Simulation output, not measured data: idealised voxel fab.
The following process module bears the name voxel wiring stack.
It is cross-section cut that appears here, measuring 205 nm in width, its square cells being 5 nm in size.
A cross-section is written here as square cells arranged in a grid, and it is given in bands from the top down, each band taking up one or more rows of cells. Each band's line starts with the height of the band's top and of its bottom, in nm. Then come its materials from left to right, each with its width in nm. One material with "full width" fills the band from edge to edge. "empty" is empty space. It should be noted that heights are counted from 0, beneath which the wafer as supplied is of one material throughout, and that the lowest band possesses no lower boundary but continues downward, as written in "0 down". A width such as "30..40" changes by the same amount from each row of cells to the next, from the band's top row to its bottom row. When a step is marked "changes: none", none of the cells in the cross-section changed during that step. Empty spaces counting at least 8 cells and having no open way to the top are listed in "Non-vented voids". The notation width x height at distance is used for each, the distance being from the left edge and all three values in nm. If you see something after the settings on a step's line, that's the simulator's own remark about that step. Steps that use a mask can have "overlay nm" on their line. It says how far the mask sat to the right of where it was meant to be. Negative means to the left.

Steps planned for the process:
- 1: RECEIVE (material Si)
- 2: CONFORMAL_DEP (material SiO2; thk nm 10)
- 3: CONFORMAL_DEP (material SiCN; thk nm 5)
- 4: DIRECTIONAL_DEP (material SiO2; thk nm 25)
- 5: PATTERN (tone open; mask id METAL_1; material resist; width nm 25; pitch nm 40; thk nm 15; overlay nm 0)
- 6: DIRECTIONAL_ETCH (etch materials SiO2; depth nm 25)
- 7: DIRECTIONAL_ETCH (etch materials SiCN; depth nm 5)
- 8: STRIP (etch materials resist)
- 9: CONFORMAL_DEP (material TiN; thk nm 5)
- 10: FILL_DEP (material Cu; thk nm 5)
- 11: CMP (height nm 40)
- 12: EPI (material Ru; thk nm 5)
- 13: FILL_DEP (material SiCN; thk nm 5)
- 14: DIRECTIONAL_DEP (material SiO2; thk nm 10)
- 15: MASKED_ETCH (tone open; mask id PLUG_1; width nm 15; pitch nm 40; etch materials SiO2; depth nm 10; overlay nm 0)
- 16: MASKED_ETCH (tone open; mask id PLUG_1; width nm 15; pitch nm 40; etch materials SiCN; depth nm 5; overlay nm 0)
- 17: EPI (material Ru; thk nm 10)
- 18: EPI (material Ru; thk nm 5)
- 19: CONFORMAL_DEP (material SiN; thk nm 5)
- 20: DIRECTIONAL_DEP (material SiO2; thk nm 25)
- 21: MASKED_ETCH (tone open; mask id METAL_2; width nm 25; pitch nm 40; etch materials SiO2; depth nm 25; overlay nm 0)
- 22: MASKED_ETCH (tone open; mask id METAL_2; width nm 25; pitch nm 40; etch materials SiN; depth nm 5; overlay nm 0)
- 23: CONFORMAL_DEP (material TiN; thk nm 5)
- 24: FILL_DEP (material Cu; thk nm 5)
- 25: CMP (height nm 90)
- 26: CONFORMAL_DEP (material SiCN; thk nm 5)
- 27: DIRECTIONAL_DEP (material lowk; thk nm 15)
- 28: MASKED_ETCH (tone open; mask id PLUG_2; width nm 15; pitch nm 40; etch materials lowk; depth nm 15; overlay nm 0)
- 29: MASKED_ETCH (tone open; mask id PLUG_2; width nm 15; pitch nm 40; etch materials SiCN; depth nm 5; overlay nm 0)
- 30: EPI (material Ru; thk nm 10)
- 31: EPI (material Ru; thk nm 10)
- 32: CONFORMAL_DEP (material SiCN; thk nm 5)
- 33: DIRECTIONAL_DEP (material lowk; thk nm 20)
- 34: DIRECTIONAL_DEP (material aC; thk nm 15)
- 35: PATTERN (tone open; mask id METAL_3; material resist; width nm 25; pitch nm 40; thk nm 35; overlay nm 0)
- 36: DIRECTIONAL_ETCH (etch materials aC; depth nm 15)
- 37: STRIP (etch materials resist)
- 38: DIRECTIONAL_ETCH (etch materials lowk; depth nm 20)
- 39: DIRECTIONAL_ETCH (etch materials SiCN; depth nm 5)
- 40: STRIP (etch materials aC)
- 41: CONFORMAL_DEP (material TiN; thk nm 5)
- 42: FILL_DEP (material Cu; thk nm 10)
- 43: CMP (height nm 135)
- 44: CONFORMAL_DEP (material SiN; thk nm 5)

Cross-section of the wafer upon arrival, representing the state reached after step 1:
- 0 down | Si full width
- Non-vented voids: none

Cross-section, end of module. Start: as above. Plan: as above. Execution: one mistake:
- 140 to 135 | SiN full width
- 135 to 115 | lowk=30, TiN=5, Cu=15, TiN=5, lowk=15, TiN=5, Cu=15, TiN=5, lowk=15, TiN=5, Cu=15, TiN=5, lowk=15, TiN=5, Cu=15, TiN=5, lowk=30
- 115 to 110 | SiCN=30, TiN=25, SiCN=15, TiN=25, SiCN=15, TiN=25, SiCN=15, TiN=25, SiCN=30
- 110 to 95 | lowk=30, Ru=15, lowk=25, Ru=15, lowk=25, Ru=15, lowk=25, Ru=15, lowk=40
- 95 to 90 | SiCN=30, Ru=15, SiCN=25, Ru=15, SiCN=25, Ru=15, SiCN=25, Ru=15, SiCN=40
- 90 to 75 | SiO2=30, TiN=5, Cu=15, TiN=5, SiO2=15, TiN=5, Cu=15, TiN=5, SiO2=15, TiN=5, Cu=15, TiN=5, SiO2=15, TiN=5, Cu=15, TiN=5, SiO2=30
- 75 to 70 | SiO2=15, SiN=15, TiN=25, SiN=15, TiN=25, SiN=15, TiN=25, SiN=15, TiN=25, SiN=5, SiO2=25
- 70 to 65 | SiO2=15, SiN=5, Ru=35, SiN=5, Ru=35, SiN=5, Ru=35, SiN=5, Ru=35, SiN=5, SiO2=25
- 65 to 60 | SiN=20, Ru=35, SiN=5, Ru=35, SiN=5, Ru=35, SiN=5, Ru=35, SiN=30
- 60 to 50 | SiO2=30, Ru=15, SiO2=25, Ru=15, SiO2=25, Ru=15, SiO2=25, Ru=15, SiO2=40
- 50 to 40 | SiCN=30..25, Ru=15..35, SiCN=25..5, Ru=15..35, SiCN=25..5, Ru=15..35, SiCN=25..5, Ru=15..35, SiCN=40..25
- 40 to 15 | SiO2=30, TiN=5, Cu=15, TiN=5, SiO2=15, TiN=5, Cu=15, TiN=5, SiO2=15, TiN=5, Cu=15, TiN=5, SiO2=15, TiN=5, Cu=15, TiN=5, SiO2=30
- 15 to 10 | SiCN=30, TiN=25, SiCN=15, TiN=25, SiCN=15, TiN=25, SiCN=15, TiN=25, SiCN=30
- 10 to 0 | SiO2 full width
- 0 down | Si full width
- Non-vented voids: none
Here's what went sideways: yeah, plan step 17 got run twice
